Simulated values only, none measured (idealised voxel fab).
process module | voxel plated lines
cross-section cut | 285 nm wide | cells 5 nm
A cross-section is a grid of square cells, given in bands from the top down. A band is one or more rows of cells.
Each band's line starts with the height of the band's top and of its bottom, in nm. Then come its materials from left to right, each with its width in nm. One material with "throughout" fills the band from edge to edge. "air" is empty space.
Height 0 is the level under which the wafer as received is all one material. The lowest band goes on downwards, as in "0 down".
A width such as "30 to 40" changes by the same amount from each row of cells to the next, from the band's top row to its bottom row.
"no change" after a step means that no cell of the cross-section changed.
closed voids: empty space of 8 cells or more with no open way to the top, each as width x height at its distance from the left edge, in nm
after a step's settings: what the simulator itself notes on the step
overlay nm, on a step with a mask: how far to the right of its planned place the mask lay; to the left if negative
plan
1 op RECEIVE | material Si
2 op CONFORMAL_DEP | material Al2O3 | thk nm 5
3 op DIRECTIONAL_DEP | material TiN | thk nm 5
4 op PATTERN | tone open | mask id LINES | material resist | width nm 25 | pitch nm 55 | thk nm 15 | overlay nm 0
5 op EPI | material Ru | thk nm 10
6 op EPI | material Ru | thk nm 10
7 op STRIP | etch materials resist
8 op DIRECTIONAL_ETCH | etch materials TiN | depth nm 5
9 op CONFORMAL_DEP | material SiCN | thk nm 10
varied across the wafers: thk nm of step 4. The plan shows the first wafer's value. All wafers start alike
first wafer as received, after step 1
  0 down: Si throughout
  closed voids: none
each wafer at the end: cells of each material gained (+) or lost (-) since it was received, then its closed voids
thk nm 15 | +57 Al2O3 | +44 Ru | +166 SiCN | +14 TiN | closed voids: none
thk nm 20 | +57 Al2O3 | +40 Ru | +154 SiCN | +10 TiN | closed voids: none
thk nm 25 | +57 Al2O3 | +40 Ru | +154 SiCN | +10 TiN | closed voids: none
thk nm 30 | +57 Al2O3 | +40 Ru | +154 SiCN | +10 TiN | closed voids: none
thk nm 35 | +57 Al2O3 | +40 Ru | +154 SiCN | +10 TiN | closed voids: none
thk nm 40 | +57 Al2O3 | +40 Ru | +154 SiCN | +10 TiN | closed voids: none
